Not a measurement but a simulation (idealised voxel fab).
The document below concerns the process module designated voxel transistor to metal.
Square cell edge 5 nm, section width 160 nm, ID cut.
How to read a cross-section here: the picture is a grid of square cells, written as bands going from the top down, and any band can span one or more rows of cells.
Top, bottom (nm), then materials left to right with widths (nm); lone material tagged "everywhere" fills the whole band edge to edge; "blank" = empty space.
Heights are expressed relative to 0, this being the level below which the as-received wafer comprises one material exclusively. The lowest band is unbounded in the downward direction and is denoted as in "z 0 and below".
The two numbers in a width such as "30..40" mark its ends across the band: the first belongs to the top row of cells, the second to the bottom row, and from each row to the next the width moves by the same amount.
"everything unchanged" (step): cross-section cells unchanged, all of them.
In "Voids, enclosed" the enclosed voids are listed, meaning empty spaces of 8 cells or larger without any opening to the top. The form is width x height at distance, distance from the left edge, units nm.
Where a step's line continues beyond its settings, the continuation is a remark by the simulator itself on that step.
overlay nm: where the mask lay relative to plan, measured to the right, on steps with a mask; negatives go left.
Quick note on how to read the rest: it's all pairs. You get the cross-section before a process step and the one after, but the after one only goes down as far as the lowest band that changed. The step in between, with its settings, sits under the pair. Heads up, the pairs can come from different runs of this module on the same starting wafer, so don't assume a pair picks up from the one above unless its "Pre-process" entry says it does.
Pre-process
- z 25 to 10 | SiO2=55 / SiN=5 / SiO2=5 / blank=25 / SiO2=5 / SiN=5 / SiO2=60
- z 10 to 5 | SiO2=30 / SiGe=25 / SiN=5 / SiO2=5 / blank=25 / SiO2=5 / SiN=5 / SiGe=25 / SiO2=35
- z 5 to 0 | SiO2=30 / SiN=5 / SiGe=20 / SiN=5 / SiO2=5 / blank=25 / SiO2=5 / SiN=5 / SiGe=20 / SiN=5 / SiO2=35
- z 0 to -5 | SiO2=35 / SiGe=20 / SiO2=45 / SiGe=20 / SiO2=40
- z -5 to -20 | SiO2=30 / Si=5 / SiGe=20 / Si=45 / SiGe=20 / Si=5 / SiO2=35
- z -20 to -40 | SiO2=30 / Si=95 / SiO2=35
- z -40 and below | Si everywhere
- Voids, enclosed: none
Post-Step Geometry
- z 25 to 20 | blank=55 / SiN=5 / blank=35 / SiN=5 / blank=60
- z 20 to 10 | SiO2=55 / SiN=5 / blank=35 / SiN=5 / SiO2=60
- z 10 to 5 | SiO2=30 / SiGe=25 / SiN=5 / blank=35 / SiN=5 / SiGe=25 / SiO2=35
- z 5 to 0 | SiO2=30 / SiN=5 / SiGe=20 / SiN=5 / blank=35 / SiN=5 / SiGe=20 / SiN=5 / SiO2=35
- z 0 to -5 | SiO2=35 / SiGe=20 / SiO2=5 / blank=35 / SiO2=5 / SiGe=20 / SiO2=40
- Anything lower than -5 is untouched.
- Voids, enclosed: none
The transition between the preceding cross-sections is accomplished by op SELECTIVE_ETCH | etch materials SiO2 | depth nm 5
Pre-process: see the after view in the pair directly above.
Post-Step Geometry
- z 30 to 25 | blank=50 / HfO2=15 / blank=25 / HfO2=15 / blank=55
- z 25 to 20 | HfO2=55 / SiN=5 / HfO2=5 / blank=25 / HfO2=5 / SiN=5 / HfO2=60
- z 20 to 10 | SiO2=55 / SiN=5 / HfO2=5 / blank=25 / HfO2=5 / SiN=5 / SiO2=60
- z 10 to 5 | SiO2=30 / SiGe=25 / SiN=5 / HfO2=5 / blank=25 / HfO2=5 / SiN=5 / SiGe=25 / SiO2=35
- z 5 to 0 | SiO2=30 / SiN=5 / SiGe=20 / SiN=5 / HfO2=5 / blank=25 / HfO2=5 / SiN=5 / SiGe=20 / SiN=5 / SiO2=35
- z 0 to -5 | SiO2=35 / SiGe=20 / SiO2=5 / HfO2=35 / SiO2=5 / SiGe=20 / SiO2=40
- Anything lower than -5 is untouched.
- Voids, enclosed: none
The transition between the preceding cross-sections is accomplished by op CONFORMAL_DEP | material HfO2 | thk nm 5
Pre-process: see the after view in the pair directly above.
Post-Step Geometry
- z 35 to 30 | blank=45 / TiN=25 / blank=15 / TiN=25 / blank=50
- z 30 to 25 | TiN=50 / HfO2=15 / TiN=5 / blank=15 / TiN=5 / HfO2=15 / TiN=55
- z 25 to 20 | HfO2=55 / SiN=5 / HfO2=5 / TiN=5 / blank=15 / TiN=5 / HfO2=5 / SiN=5 / HfO2=60
- z 20 to 10 | SiO2=55 / SiN=5 / HfO2=5 / TiN=5 / blank=15 / TiN=5 / HfO2=5 / SiN=5 / SiO2=60
- z 10 to 5 | SiO2=30 / SiGe=25 / SiN=5 / HfO2=5 / TiN=5 / blank=15 / TiN=5 / HfO2=5 / SiN=5 / SiGe=25 / SiO2=35
- z 5 to 0 | SiO2=30 / SiN=5 / SiGe=20 / SiN=5 / HfO2=5 / TiN=25 / HfO2=5 / SiN=5 / SiGe=20 / SiN=5 / SiO2=35
- Anything lower than 0 is untouched.
- Voids, enclosed: none
The transition between the preceding cross-sections is accomplished by op CONFORMAL_DEP | material TiN | thk nm 5
Pre-process: see the after view in the pair directly above.
Post-Step Geometry
- z 40 to 35 | W everywhere
- z 35 to 30 | W=45 / TiN=25 / W=15 / TiN=25 / W=50
- z 30 to 25 | TiN=50 / HfO2=15 / TiN=5 / W=15 / TiN=5 / HfO2=15 / TiN=55
- z 25 to 20 | HfO2=55 / SiN=5 / HfO2=5 / TiN=5 / W=15 / TiN=5 / HfO2=5 / SiN=5 / HfO2=60
- z 20 to 10 | SiO2=55 / SiN=5 / HfO2=5 / TiN=5 / W=15 / TiN=5 / HfO2=5 / SiN=5 / SiO2=60
- z 10 to 5 | SiO2=30 / SiGe=25 / SiN=5 / HfO2=5 / TiN=5 / W=15 / TiN=5 / HfO2=5 / SiN=5 / SiGe=25 / SiO2=35
- Anything lower than 5 is untouched.
- Voids, enclosed: none
The transition between the preceding cross-sections is accomplished by op FILL_DEP | material W | thk nm 5
Pre-process: see the after view in the pair directly above.
Post-Step Geometry
- z 20 to 10 | SiO2=55 / SiN=5 / HfO2=5 / TiN=5 / W=15 / TiN=5 / HfO2=5 / SiN=5 / SiO2=60
- Anything lower than 10 is untouched.
- Voids, enclosed: none
The transition between the preceding cross-sections is accomplished by op CMP | height nm 20
Pre-process: see the after view in the pair directly above.
Post-Step Geometry
- z 35 to 20 | SiO2 everywhere
- Anything lower than 20 is untouched.
- Voids, enclosed: none
The transition between the preceding cross-sections is accomplished by op DIRECTIONAL_DEP | material SiO2 | thk nm 15
Pre-process: see the after view in the pair directly above.
Post-Step Geometry
- z 55 to 35 | resist=35 / blank=15 / resist=55 / blank=15 / resist=40
- Anything lower than 35 is untouched.
- Voids, enclosed: none
The transition between the preceding cross-sections is accomplished by op PATTERN | tone open | mask id CONTACT | material resist | width nm 15 | pitch nm 70 | thk nm 20 | overlay nm 0
Pre-process: see the after view in the pair directly above.
Post-Step Geometry
- z 55 to 35 | resist=35 / blank=15 / resist=55 / blank=15 / resist=40
- z 35 to 20 | SiO2=35 / blank=15 / SiO2=55 / blank=15 / SiO2=40
- z 20 to 10 | SiO2=35 / blank=15 / SiO2=5 / SiN=5 / HfO2=5 / TiN=5 / W=15 / TiN=5 / HfO2=5 / SiN=5 / SiO2=5 / blank=15 / SiO2=40
- Anything lower than 10 is untouched.
- Voids, enclosed: none
The transition between the preceding cross-sections is accomplished by op DIRECTIONAL_ETCH | etch materials SiO2 | depth nm 25
Pre-process: see the after view in the pair directly above.
Post-Step Geometry
- z 35 to 20 | SiO2=35 / blank=15 / SiO2=55 / blank=15 / SiO2=40
- Anything lower than 20 is untouched.
- Voids, enclosed: none
The transition between the preceding cross-sections is accomplished by op STRIP | etch materials resist
Pre-process: see the after view in the pair directly above.
Post-Step Geometry
- z 40 to 35 | TiN=40 / blank=5 / TiN=65 / blank=5 / TiN=45
- z 35 to 20 | SiO2=35 / TiN=5 / blank=5 / TiN=5 / SiO2=55 / TiN=5 / blank=5 / TiN=5 / SiO2=40
- z 20 to 15 | SiO2=35 / TiN=5 / blank=5 / TiN=5 / SiO2=5 / SiN=5 / HfO2=5 / TiN=5 / W=15 / TiN=5 / HfO2=5 / SiN=5 / SiO2=5 / TiN=5 / blank=5 / TiN=5 / SiO2=40
- z 15 to 10 | SiO2=35 / TiN=15 / SiO2=5 / SiN=5 / HfO2=5 / TiN=5 / W=15 / TiN=5 / HfO2=5 / SiN=5 / SiO2=5 / TiN=15 / SiO2=40
- Anything lower than 10 is untouched.
- Voids, enclosed: none
The transition between the preceding cross-sections is accomplished by op CONFORMAL_DEP | material TiN | thk nm 5
Pre-process: see the after view in the pair directly above.
Post-Step Geometry
- z 50 to 40 | Ru everywhere
- z 40 to 35 | TiN=40 / Ru=5 / TiN=65 / Ru=5 / TiN=45
- z 35 to 20 | SiO2=35 / TiN=5 / Ru=5 / TiN=5 / SiO2=55 / TiN=5 / Ru=5 / TiN=5 / SiO2=40
- z 20 to 15 | SiO2=35 / TiN=5 / Ru=5 / TiN=5 / SiO2=5 / SiN=5 / HfO2=5 / TiN=5 / W=15 / TiN=5 / HfO2=5 / SiN=5 / SiO2=5 / TiN=5 / Ru=5 / TiN=5 / SiO2=40
- Anything lower than 15 is untouched.
- Voids, enclosed: none
The transition between the preceding cross-sections is accomplished by op FILL_DEP | material Ru | thk nm 10
Pre-process: see the after view in the pair directly above.
Post-Step Geometry
- z 35 to 20 | SiO2=35 / TiN=5 / Ru=5 / TiN=5 / SiO2=55 / TiN=5 / Ru=5 / TiN=5 / SiO2=40
- Anything lower than 20 is untouched.
- Voids, enclosed: none
The transition between the preceding cross-sections is accomplished by op CMP | height nm 35
Pre-process: see the after view in the pair directly above.
Post-Step Geometry
- z 40 to 35 | TiN everywhere
- Anything lower than 35 is untouched.
- Voids, enclosed: none
The transition between the preceding cross-sections is accomplished by op DIRECTIONAL_DEP | material TiN | thk nm 5
Pre-process: see the after view in the pair directly above.
Post-Step Geometry
- z 65 to 40 | W everywhere
- Anything lower than 40 is untouched.
- Voids, enclosed: none
The transition between the preceding cross-sections is accomplished by op DIRECTIONAL_DEP | material W | thk nm 25
Pre-process: see the after view in the pair directly above.
Post-Step Geometry
- z 85 to 65 | blank=35 / resist=15 / blank=55 / resist=15 / blank=40
- Anything lower than 65 is untouched.
- Voids, enclosed: none
The transition between the preceding cross-sections is accomplished by op PATTERN | tone cover | mask id METAL_1 | material resist | width nm 15 | pitch nm 70 | thk nm 20 | overlay nm 0
Pre-process: see the after view in the pair directly above.
Post-Step Geometry
- z 85 to 65 | blank=35 / resist=15 / blank=55 / resist=15 / blank=40
- z 65 to 40 | blank=35 / W=15 / blank=55 / W=15 / blank=40
- Anything lower than 40 is untouched.
- Voids, enclosed: none
The transition between the preceding cross-sections is accomplished by op DIRECTIONAL_ETCH | etch materials W | depth nm 25
Pre-process: see the after view in the pair directly above.
Post-Step Geometry
- z 85 to 65 | blank=35 / resist=15 / blank=55 / resist=15 / blank=40
- z 65 to 40 | blank=35 / W=15 / blank=55 / W=15 / blank=40
- z 40 to 35 | blank=35 / TiN=15 / blank=55 / TiN=15 / blank=40
- Anything lower than 35 is untouched.
- Voids, enclosed: none
The transition between the preceding cross-sections is accomplished by op DIRECTIONAL_ETCH | etch materials TiN | depth nm 5
Pre-process: see the after view in the pair directly above.
Post-Step Geometry
- z 65 to 40 | blank=35 / W=15 / blank=55 / W=15 / blank=40
- Anything lower than 40 is untouched.
- Voids, enclosed: none
The transition between the preceding cross-sections is accomplished by op STRIP | etch materials resist
Pre-process: see the after view in the pair directly above.
Post-Step Geometry
- z 70 to 65 | SiO2 everywhere
- z 65 to 40 | SiO2=35 / W=15 / SiO2=55 / W=15 / SiO2=40
- z 40 to 35 | SiO2=35 / TiN=15 / SiO2=55 / TiN=15 / SiO2=40
- Anything lower than 35 is untouched.
- Voids, enclosed: none
The transition between the preceding cross-sections is accomplished by op FILL_DEP | material SiO2 | thk nm 5
Pre-process: see the after view in the pair directly above.
Post-Step Geometry
- z 65 to 40 | SiO2=35 / W=15 / SiO2=55 / W=15 / SiO2=40
- Anything lower than 40 is untouched.
- Voids, enclosed: none
The transition between the preceding cross-sections is accomplished by op CMP | height nm 65
Pre-process: see the after view in the pair directly above.
Post-Step Geometry
- z 70 to 65 | SiCN everywhere
- Anything lower than 65 is untouched.
- Voids, enclosed: none
The transition between the preceding cross-sections is accomplished by op CONFORMAL_DEP | material SiCN | thk nm 5
Pre-process: see the after view in the pair directly above.
Post-Step Geometry
- z 100 to 70 | SiO2 everywhere
- Anything lower than 70 is untouched.
- Voids, enclosed: none
The transition between the preceding cross-sections is accomplished by op DIRECTIONAL_DEP | material SiO2 | thk nm 30
Pre-process: see the after view in the pair directly above.
Post-Step Geometry
- z 120 to 100 | resist=35 / blank=15 / resist=55 / blank=15 / resist=40
- Anything lower than 100 is untouched.
- Voids, enclosed: none
The transition between the preceding cross-sections is accomplished by op PATTERN | tone open | mask id METAL_2 | material resist | width nm 15 | pitch nm 70 | thk nm 20 | overlay nm 0
Pre-process: see the after view in the pair directly above.
Post-Step Geometry
- z 120 to 100 | resist=35 / blank=15 / resist=55 / blank=15 / resist=40
- z 100 to 80 | SiO2=35 / blank=15 / SiO2=55 / blank=15 / SiO2=40
- Anything lower than 80 is untouched.
- Voids, enclosed: none
The transition between the preceding cross-sections is accomplished by op DIRECTIONAL_ETCH | etch materials SiO2 | depth nm 20
Pre-process: see the after view in the pair directly above.
Post-Step Geometry
- z 100 to 80 | SiO2=35 / blank=15 / SiO2=55 / blank=15 / SiO2=40
- Anything lower than 80 is untouched.
- Voids, enclosed: none
The transition between the preceding cross-sections is accomplished by op STRIP | etch materials resist
Pre-process: see the after view in the pair directly above.
Post-Step Geometry
- z 100 to 70 | SiO2=35 / blank=15 / SiO2=55 / blank=15 / SiO2=40
- Anything lower than 70 is untouched.
- Voids, enclosed: none
The transition between the preceding cross-sections is accomplished by op MASKED_ETCH | tone open | mask id METAL_2_HOLES | width nm 15 | pitch nm 70 | etch materials SiO2 | depth nm 10 | overlay nm 0
Pre-process: see the after view in the pair directly above.
Post-Step Geometry
- z 100 to 70 | SiO2=35 / blank=15 / SiO2=55 / blank=15 / SiO2=40
- z 70 to 65 | SiCN=35 / blank=15 / SiCN=55 / blank=15 / SiCN=40
- Anything lower than 65 is untouched.
- Voids, enclosed: none
The transition between the preceding cross-sections is accomplished by op MASKED_ETCH | tone open | mask id METAL_2_HOLES | width nm 15 | pitch nm 70 | etch materials SiCN | depth nm 5 | overlay nm 0
Pre-process: see the after view in the pair directly above.
Post-Step Geometry
- z 105 to 100 | TiN=40 / blank=5 / TiN=65 / blank=5 / TiN=45
- z 100 to 70 | SiO2=35 / TiN=5 / blank=5 / TiN=5 / SiO2=55 / TiN=5 / blank=5 / TiN=5 / SiO2=40
- z 70 to 65 | SiCN=35 / TiN=15 / SiCN=55 / TiN=15 / SiCN=40
- Anything lower than 65 is untouched.
- Voids, enclosed: none
The transition between the preceding cross-sections is accomplished by op CONFORMAL_DEP | material TiN | thk nm 5
Pre-process: see the after view in the pair directly above.
Post-Step Geometry
- z 110 to 105 | Ru everywhere
- z 105 to 100 | TiN=40 / Ru=5 / TiN=65 / Ru=5 / TiN=45
- z 100 to 70 | SiO2=35 / TiN=5 / Ru=5 / TiN=5 / SiO2=55 / TiN=5 / Ru=5 / TiN=5 / SiO2=40
- Anything lower than 70 is untouched.
- Voids, enclosed: none
The transition between the preceding cross-sections is accomplished by op FILL_DEP | material Ru | thk nm 5
Pre-process: see the after view in the pair directly above.
Post-Step Geometry
- z 100 to 70 | SiO2=35 / TiN=5 / Ru=5 / TiN=5 / SiO2=55 / TiN=5 / Ru=5 / TiN=5 / SiO2=40
- Anything lower than 70 is untouched.
- Voids, enclosed: none
The transition between the preceding cross-sections is accomplished by op CMP | height nm 100
Pre-process: see the after view in the pair directly above.
Post-Step Geometry
- z 105 to 100 | SiCN everywhere
- Anything lower than 100 is untouched.
- Voids, enclosed: none
The transition between the preceding cross-sections is accomplished by op CONFORMAL_DEP | material SiCN | thk nm 5
Pre-process
- z 35 to 20 | SiO2=35 / TiN=5 / Ru=5 / TiN=5 / SiO2=55 / TiN=5 / Ru=5 / TiN=5 / SiO2=40
- z 20 to 15 | SiO2=35 / TiN=5 / Ru=5 / TiN=5 / SiO2=5 / SiN=5 / HfO2=5 / TiN=5 / W=15 / TiN=5 / HfO2=5 / SiN=5 / SiO2=5 / TiN=5 / Ru=5 / TiN=5 / SiO2=40
- z 15 to 10 | SiO2=35 / TiN=15 / SiO2=5 / SiN=5 / HfO2=5 / TiN=5 / W=15 / TiN=5 / HfO2=5 / SiN=5 / SiO2=5 / TiN=15 / SiO2=40
- z 10 to 5 | SiO2=30 / SiGe=25 / SiN=5 / HfO2=5 / TiN=5 / W=15 / TiN=5 / HfO2=5 / SiN=5 / SiGe=25 / SiO2=35
- z 5 to 0 | SiO2=30 / SiN=5 / SiGe=20 / SiN=5 / HfO2=5 / TiN=25 / HfO2=5 / SiN=5 / SiGe=20 / SiN=5 / SiO2=35
- z 0 to -5 | SiO2=35 / SiGe=20 / SiO2=5 / HfO2=35 / SiO2=5 / SiGe=20 / SiO2=40
- z -5 to -20 | SiO2=30 / Si=5 / SiGe=20 / Si=45 / SiGe=20 / Si=5 / SiO2=35
- z -20 and below | Si everywhere
- Voids, enclosed: none
Post-Step Geometry
- z 60 to 35 | W everywhere
- Anything lower than 35 is untouched.
- Voids, enclosed: none
The transition between the preceding cross-sections is accomplished by op DIRECTIONAL_DEP | material W | thk nm 25
Pre-process: see the after view in the pair directly above.
Post-Step Geometry
- z 65 to 60 | TiN everywhere
- Anything lower than 60 is untouched.
- Voids, enclosed: none
The transition between the preceding cross-sections is accomplished by op DIRECTIONAL_DEP | material TiN | thk nm 5
Pre-process: see the after view in the pair directly above.
Post-Step Geometry
- z 85 to 65 | blank=35 / resist=15 / blank=55 / resist=15 / blank=40
- Anything lower than 65 is untouched.
- Voids, enclosed: none
The transition between the preceding cross-sections is accomplished by op PATTERN | tone cover | mask id METAL_1 | material resist | width nm 15 | pitch nm 70 | thk nm 20 | overlay nm 0
Pre-process: see the after view in the pair directly above.
Post-Step Geometry
- z 85 to 65 | blank=35 / resist=15 / blank=55 / resist=15 / blank=40
- z 65 to 60 | blank=35 / TiN=15 / blank=55 / TiN=15 / blank=40
- Anything lower than 60 is untouched.
- Voids, enclosed: none
The transition between the preceding cross-sections is accomplished by op DIRECTIONAL_ETCH | etch materials TiN | depth nm 5
Pre-process: see the after view in the pair directly above.
Post-Step Geometry
- z 65 to 60 | blank=35 / TiN=15 / blank=55 / TiN=15 / blank=40
- Anything lower than 60 is untouched.
- Voids, enclosed: none
The transition between the preceding cross-sections is accomplished by op STRIP | etch materials resist
Pre-process: see the after view in the pair directly above.
Post-Step Geometry
- z 70 to 65 | SiO2 everywhere
- z 65 to 60 | SiO2=35 / TiN=15 / SiO2=55 / TiN=15 / SiO2=40
- Anything lower than 60 is untouched.
- Voids, enclosed: none
The transition between the preceding cross-sections is accomplished by op FILL_DEP | material SiO2 | thk nm 5
Pre-process: see the after view in the pair directly above.
Post-Step Geometry
- z 65 to 60 | SiO2=35 / TiN=15 / SiO2=55 / TiN=15 / SiO2=40
- Anything lower than 60 is untouched.
- Voids, enclosed: none
The transition between the preceding cross-sections is accomplished by op CMP | height nm 65
Pre-process: see the after view in the pair directly above.
Post-Step Geometry
- z 70 to 65 | SiCN everywhere
- Anything lower than 65 is untouched.
- Voids, enclosed: none
The transition between the preceding cross-sections is accomplished by op CONFORMAL_DEP | material SiCN | thk nm 5
Pre-process: see the after view in the pair directly above.
Post-Step Geometry
- z 100 to 70 | SiO2 everywhere
- Anything lower than 70 is untouched.
- Voids, enclosed: none
The transition between the preceding cross-sections is accomplished by op DIRECTIONAL_DEP | material SiO2 | thk nm 30
Pre-process: see the after view in the pair directly above.
Post-Step Geometry
- z 120 to 100 | resist=35 / blank=15 / resist=55 / blank=15 / resist=40
- Anything lower than 100 is untouched.
- Voids, enclosed: none
The transition between the preceding cross-sections is accomplished by op PATTERN | tone open | mask id METAL_2 | material resist | width nm 15 | pitch nm 70 | thk nm 20 | overlay nm 0
Pre-process: see the after view in the pair directly above.
Post-Step Geometry
- z 120 to 100 | resist=35 / blank=15 / resist=55 / blank=15 / resist=40
- z 100 to 80 | SiO2=35 / blank=15 / SiO2=55 / blank=15 / SiO2=40
- Anything lower than 80 is untouched.
- Voids, enclosed: none
The transition between the preceding cross-sections is accomplished by op DIRECTIONAL_ETCH | etch materials SiO2 | depth nm 20
Pre-process: see the after view in the pair directly above.
Post-Step Geometry
- z 100 to 80 | SiO2=35 / blank=15 / SiO2=55 / blank=15 / SiO2=40
- Anything lower than 80 is untouched.
- Voids, enclosed: none
The transition between the preceding cross-sections is accomplished by op STRIP | etch materials resist
Pre-process: see the after view in the pair directly above.
Post-Step Geometry
- z 100 to 70 | SiO2=35 / blank=15 / SiO2=55 / blank=15 / SiO2=40
- Anything lower than 70 is untouched.
- Voids, enclosed: none
The transition between the preceding cross-sections is accomplished by op MASKED_ETCH | tone open | mask id METAL_2_HOLES | width nm 15 | pitch nm 70 | etch materials SiO2 | depth nm 10 | overlay nm 0
Pre-process: see the after view in the pair directly above.
Post-Step Geometry
- z 100 to 70 | SiO2=35 / blank=15 / SiO2=55 / blank=15 / SiO2=40
- z 70 to 65 | SiCN=35 / blank=15 / SiCN=55 / blank=15 / SiCN=40
- Anything lower than 65 is untouched.
- Voids, enclosed: none
The transition between the preceding cross-sections is accomplished by op MASKED_ETCH | tone open | mask id METAL_2_HOLES | width nm 15 | pitch nm 70 | etch materials SiCN | depth nm 5 | overlay nm 0
Pre-process: see the after view in the pair directly above.
Post-Step Geometry
- z 105 to 100 | TiN=40 / blank=5 / TiN=65 / blank=5 / TiN=45
- z 100 to 70 | SiO2=35 / TiN=5 / blank=5 / TiN=5 / SiO2=55 / TiN=5 / blank=5 / TiN=5 / SiO2=40
- z 70 to 65 | SiCN=35 / TiN=15 / SiCN=55 / TiN=15 / SiCN=40
- Anything lower than 65 is untouched.
- Voids, enclosed: none
The transition between the preceding cross-sections is accomplished by op CONFORMAL_DEP | material TiN | thk nm 5
Pre-process: see the after view in the pair directly above.
Post-Step Geometry
- z 110 to 105 | Ru everywhere
- z 105 to 100 | TiN=40 / Ru=5 / TiN=65 / Ru=5 / TiN=45
- z 100 to 70 | SiO2=35 / TiN=5 / Ru=5 / TiN=5 / SiO2=55 / TiN=5 / Ru=5 / TiN=5 / SiO2=40
- Anything lower than 70 is untouched.
- Voids, enclosed: none
The transition between the preceding cross-sections is accomplished by op FILL_DEP | material Ru | thk nm 5
Pre-process: see the after view in the pair directly above.
Post-Step Geometry
- z 100 to 70 | SiO2=35 / TiN=5 / Ru=5 / TiN=5 / SiO2=55 / TiN=5 / Ru=5 / TiN=5 / SiO2=40
- Anything lower than 70 is untouched.
- Voids, enclosed: none
The transition between the preceding cross-sections is accomplished by op CMP | height nm 100
Pre-process: see the after view in the pair directly above.
Post-Step Geometry
- z 105 to 100 | SiCN everywhere
- Anything lower than 100 is untouched.
- Voids, enclosed: none
The transition between the preceding cross-sections is accomplished by op CONFORMAL_DEP | material SiCN | thk nm 5
Pre-process
- z 40 to 35 | blank=55 / SiN=5 / blank=5 / SiCN=25 / blank=5 / SiN=5 / blank=60
- z 35 to 25 | blank=55 / SiN=5 / SiO2=5 / SiCN=25 / SiO2=5 / SiN=5 / blank=60
- z 25 to 5 | blank=55 / SiN=5 / SiO2=5 / polySi=25 / SiO2=5 / SiN=5 / blank=60
- z 5 to 0 | blank=30 / SiN=5 / blank=20 / SiN=5 / SiO2=5 / polySi=25 / SiO2=5 / SiN=5 / blank=20 / SiN=5 / blank=35
- z 0 to -5 | SiO2=35 / blank=20 / SiO2=45 / blank=20 / SiO2=40
- z -5 to -20 | SiO2=30 / Si=5 / blank=20 / Si=45 / blank=20 / Si=5 / SiO2=35
- z -20 and below | Si everywhere
- Voids, enclosed: none
Post-Step Geometry
- z 40 to 35 | blank=55 / SiN=5 / blank=5 / SiCN=25 / blank=5 / SiN=5 / blank=60
- z 35 to 25 | blank=55 / SiN=5 / SiO2=5 / SiCN=25 / SiO2=5 / SiN=5 / blank=60
- z 25 to 5 | blank=55 / SiN=5 / SiO2=5 / polySi=25 / SiO2=5 / SiN=5 / blank=60
- z 5 to 0 | blank=30 / SiN=5 / SiGe=20 / SiN=5 / SiO2=5 / polySi=25 / SiO2=5 / SiN=5 / SiGe=20 / SiN=5 / blank=35
- z 0 to -5 | SiO2=35 / SiGe=20 / SiO2=45 / SiGe=20 / SiO2=40
- z -5 to -20 | SiO2=30 / Si=5 / SiGe=20 / Si=45 / SiGe=20 / Si=5 / SiO2=35
- Anything lower than -20 is untouched.
- Voids, enclosed: none
The transition between the preceding cross-sections is accomplished by op EPI | material SiGe | thk nm 10
Pre-process: see the after view in the pair directly above.
Post-Step Geometry
- z 45 to 40 | SiO2 everywhere
- z 40 to 25 | SiO2=55 / SiN=5 / SiO2=5 / SiCN=25 / SiO2=5 / SiN=5 / SiO2=60
- z 25 to 5 | SiO2=55 / SiN=5 / SiO2=5 / polySi=25 / SiO2=5 / SiN=5 / SiO2=60
- z 5 to 0 | SiO2=30 / SiN=5 / SiGe=20 / SiN=5 / SiO2=5 / polySi=25 / SiO2=5 / SiN=5 / SiGe=20 / SiN=5 / SiO2=35
- Anything lower than 0 is untouched.
- Voids, enclosed: none
The transition between the preceding cross-sections is accomplished by op FILL_DEP | material SiO2 | thk nm 5
Pre-process: see the after view in the pair directly above.
Post-Step Geometry
- z 25 to 5 | SiO2=55 / SiN=5 / SiO2=5 / polySi=25 / SiO2=5 / SiN=5 / SiO2=60
- Anything lower than 5 is untouched.
- Voids, enclosed: none
The transition between the preceding cross-sections is accomplished by op CMP | height nm 25
Pre-process: see the after view in the pair directly above.
Post-Step Geometry
- z 25 to 5 | SiO2=55 / SiN=5 / SiO2=5 / blank=25 / SiO2=5 / SiN=5 / SiO2=60
- z 5 to 0 | SiO2=30 / SiN=5 / SiGe=20 / SiN=5 / SiO2=5 / blank=25 / SiO2=5 / SiN=5 / SiGe=20 / SiN=5 / SiO2=35
- Anything lower than 0 is untouched.
- Voids, enclosed: none
The transition between the preceding cross-sections is accomplished by op STRIP | etch materials polySi
Pre-process: see the after view in the pair directly above.
Post-Step Geometry
- z 25 to 20 | blank=55 / SiN=5 / blank=35 / SiN=5 / blank=60
- z 20 to 5 | SiO2=55 / SiN=5 / blank=35 / SiN=5 / SiO2=60
- z 5 to 0 | SiO2=30 / SiN=5 / SiGe=20 / SiN=5 / blank=35 / SiN=5 / SiGe=20 / SiN=5 / SiO2=35
- z 0 to -5 | SiO2=35 / SiGe=20 / SiO2=5 / blank=35 / SiO2=5 / SiGe=20 / SiO2=40
- Anything lower than -5 is untouched.
- Voids, enclosed: none
The transition between the preceding cross-sections is accomplished by op SELECTIVE_ETCH | etch materials SiO2 | depth nm 5
Pre-process: see the after view in the pair directly above.
Post-Step Geometry
- z 30 to 25 | blank=50 / HfO2=15 / blank=25 / HfO2=15 / blank=55
- z 25 to 20 | HfO2=55 / SiN=5 / HfO2=5 / blank=25 / HfO2=5 / SiN=5 / HfO2=60
- z 20 to 5 | SiO2=55 / SiN=5 / HfO2=5 / blank=25 / HfO2=5 / SiN=5 / SiO2=60
- z 5 to 0 | SiO2=30 / SiN=5 / SiGe=20 / SiN=5 / HfO2=5 / blank=25 / HfO2=5 / SiN=5 / SiGe=20 / SiN=5 / SiO2=35
- z 0 to -5 | SiO2=35 / SiGe=20 / SiO2=5 / HfO2=35 / SiO2=5 / SiGe=20 / SiO2=40
- Anything lower than -5 is untouched.
- Voids, enclosed: none
The transition between the preceding cross-sections is accomplished by op CONFORMAL_DEP | material HfO2 | thk nm 5
Pre-process: see the after view in the pair directly above.
Post-Step Geometry
- z 35 to 30 | blank=45 / TiN=25 / blank=15 / TiN=25 / blank=50
- z 30 to 25 | TiN=50 / HfO2=15 / TiN=5 / blank=15 / TiN=5 / HfO2=15 / TiN=55
- z 25 to 20 | HfO2=55 / SiN=5 / HfO2=5 / TiN=5 / blank=15 / TiN=5 / HfO2=5 / SiN=5 / HfO2=60
- z 20 to 5 | SiO2=55 / SiN=5 / HfO2=5 / TiN=5 / blank=15 / TiN=5 / HfO2=5 / SiN=5 / SiO2=60
- z 5 to 0 | SiO2=30 / SiN=5 / SiGe=20 / SiN=5 / HfO2=5 / TiN=25 / HfO2=5 / SiN=5 / SiGe=20 / SiN=5 / SiO2=35
- Anything lower than 0 is untouched.
- Voids, enclosed: none
The transition between the preceding cross-sections is accomplished by op CONFORMAL_DEP | material TiN | thk nm 5
Pre-process: see the after view in the pair directly above.
Post-Step Geometry
- z 40 to 35 | W everywhere
- z 35 to 30 | W=45 / TiN=25 / W=15 / TiN=25 / W=50
- z 30 to 25 | TiN=50 / HfO2=15 / TiN=5 / W=15 / TiN=5 / HfO2=15 / TiN=55
- z 25 to 20 | HfO2=55 / SiN=5 / HfO2=5 / TiN=5 / W=15 / TiN=5 / HfO2=5 / SiN=5 / HfO2=60
- z 20 to 5 | SiO2=55 / SiN=5 / HfO2=5 / TiN=5 / W=15 / TiN=5 / HfO2=5 / SiN=5 / SiO2=60
- Anything lower than 5 is untouched.
- Voids, enclosed: none
The transition between the preceding cross-sections is accomplished by op FILL_DEP | material W | thk nm 5
Pre-process: see the after view in the pair directly above.
Post-Step Geometry
- z 20 to 5 | SiO2=55 / SiN=5 / HfO2=5 / TiN=5 / W=15 / TiN=5 / HfO2=5 / SiN=5 / SiO2=60
- Anything lower than 5 is untouched.
- Voids, enclosed: none
The transition between the preceding cross-sections is accomplished by op CMP | height nm 20
Pre-process: see the after view in the pair directly above.
Post-Step Geometry
- z 35 to 20 | SiO2 everywhere
- Anything lower than 20 is untouched.
- Voids, enclosed: none
The transition between the preceding cross-sections is accomplished by op DIRECTIONAL_DEP | material SiO2 | thk nm 15
Pre-process: see the after view in the pair directly above.
Post-Step Geometry
- z 55 to 35 | resist=35 / blank=15 / resist=55 / blank=15 / resist=40
- Anything lower than 35 is untouched.
- Voids, enclosed: none
The transition between the preceding cross-sections is accomplished by op PATTERN | tone open | mask id CONTACT | material resist | width nm 15 | pitch nm 70 | thk nm 20 | overlay nm 0
